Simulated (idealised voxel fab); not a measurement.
process module | voxel capacitor over wiring
We display cut, a cross-section 285 nm in width whose square cells are each 5 nm.
Format of a cross-section: grid, square cells. Given as bands. Order: top down. Band: one or more rows of cells. Top height, bottom height, nm. Materials left to right, width each, nm. Single material + "full width" = fills band edge to edge. "blank" = empty. Height reference: 0 = level under which incoming wafer is all one material. Lowest band: no bottom, runs on downward, e.g. "0 down". Width: "30 to 40" (first number = top row, second number = bottom row, same change from row to row of cells). "no alterations made", as given for a step, is the statement that not any cell of the cross-section underwent a change during that step. "Voids, fully enclosed": empty spaces of 8 cells or more with no open way to the top, each given as width x height at distance, distance from the left edge, all in nm. Read whatever lies past the settings on a step's line as the simulator's own remark about the step. "overlay nm" on a masked step: distance the mask lay right of its planned place, negative for left.
This section lists the process steps that were planned
1 RECEIVE with material Si
2 CONFORMAL_DEP with material SiO2, thk nm 10
3 CONFORMAL_DEP with material SiN, thk nm 5
4 DIRECTIONAL_DEP with material SiO2, thk nm 20
5 MASKED_ETCH with tone open, mask id METAL_1, width nm 30, pitch nm 90, etch materials SiO2, depth nm 20, overlay nm 0
6 MASKED_ETCH with tone open, mask id METAL_1, width nm 30, pitch nm 90, etch materials SiN, depth nm 5, overlay nm 0
7 CONFORMAL_DEP with material TiN, thk nm 5
8 FILL_DEP with material W, thk nm 5
9 CMP with height nm 35
10 CONFORMAL_DEP with material SiCN, thk nm 5
11 DIRECTIONAL_DEP with material SiO2, thk nm 15
12 PATTERN with tone open, mask id PLUG_1, material resist, width nm 15, thk nm 15, overlay nm 0
13 DIRECTIONAL_ETCH with etch materials SiO2, depth nm 15
14 DIRECTIONAL_ETCH with etch materials SiCN, depth nm 5
15 STRIP with etch materials resist
16 EPI with material Ru, thk nm 10
17 EPI with material Ru, thk nm 10
18 DIRECTIONAL_DEP with material TiN, thk nm 10
19 DIRECTIONAL_DEP with material SiN, thk nm 5
20 DIRECTIONAL_DEP with material TiN, thk nm 5
21 DIRECTIONAL_DEP with material aC, thk nm 15
22 PATTERN with tone cover, mask id UPPER_PLATE, material resist, width nm 65, thk nm 30, overlay nm 0
23 DIRECTIONAL_ETCH with etch materials aC, depth nm 15
24 STRIP with etch materials resist
25 DIRECTIONAL_ETCH with etch materials TiN, depth nm 5
26 DIRECTIONAL_ETCH with etch materials SiN, depth nm 5
27 STRIP with etch materials aC
28 DIRECTIONAL_DEP with material aC, thk nm 15
29 PATTERN with tone cover, mask id LOWER_PLATE, material resist, width nm 75, thk nm 35, overlay nm 0
30 DIRECTIONAL_ETCH with etch materials aC, depth nm 15
31 STRIP with etch materials resist
32 DIRECTIONAL_ETCH with etch materials TiN, depth nm 10
33 STRIP with etch materials aC
34 FILL_DEP with material SiO2, thk nm 15
35 CMP with height nm 85
36 DIRECTIONAL_DEP with material aC, thk nm 15
37 PATTERN with tone open, mask id PLUG_2, material resist, width nm 15, thk nm 35, overlay nm 0
38 DIRECTIONAL_ETCH with etch materials aC, depth nm 15
39 STRIP with etch materials resist
40 DIRECTIONAL_ETCH with etch materials SiO2, depth nm 10
41 STRIP with etch materials aC
42 CONFORMAL_DEP with material TiN, thk nm 5
43 FILL_DEP with material Ru, thk nm 5
44 CMP with height nm 85
45 CONFORMAL_DEP with material SiN, thk nm 5
Cross-section: wafer on arrival = after step 1
  0 down: Si full width
  Voids, fully enclosed: none
A wafer at the end: this start, this plan, one mistake
  90 to 85: SiN full width
  85 to 80: SiO2 105 nm / TiN 5 nm / Ru 5 nm / TiN 5 nm / SiO2 165 nm
  80 to 75: SiO2 105 nm / TiN 15 nm / SiO2 165 nm
  75 to 70: SiO2 95 nm / TiN 15 nm / SiO2 40 nm / TiN 10 nm / SiO2 125 nm
  70 to 65: SiO2 95 nm / SiN 15 nm / SiO2 40 nm / SiN 10 nm / SiO2 125 nm
  65 to 55: SiO2 90 nm / TiN 20 nm / SiO2 40 nm / TiN 15 nm / SiO2 120 nm
  55 to 50: SiO2 60 nm / Ru 35 nm / SiO2 15 nm / TiN 40 nm / Ru 70 nm / SiO2 65 nm
  50 to 45: SiO2 60 nm / Ru 35 nm / SiO2 15 nm / SiN 40 nm / Ru 70 nm / SiO2 65 nm
  45 to 40: SiO2 60 nm / Ru 35 nm / SiO2 15 nm / TiN 40 nm / Ru 70 nm / SiO2 65 nm
  40 to 35: SiO2 60 nm / Ru 35 nm / SiCN 15 nm / TiN 40 nm / Ru 70 nm / SiO2 65 nm
  35 to 15: SiO2 80 nm / TiN 5 nm / W 20 nm / TiN 5 nm / SiO2 60 nm / TiN 5 nm / W 20 nm / TiN 5 nm / SiO2 85 nm
  15 to 10: SiN 80 nm / TiN 30 nm / SiN 60 nm / TiN 30 nm / SiN 85 nm
  10 to 0: SiO2 full width
  0 down: Si full width
  Voids, fully enclosed: none
Finding, execution versus plan: note that step 12 departed from the planned setting and was carried out as PATTERN with tone cover, mask id PLUG_1, material resist, width nm 15, thk nm 15, overlay nm 0
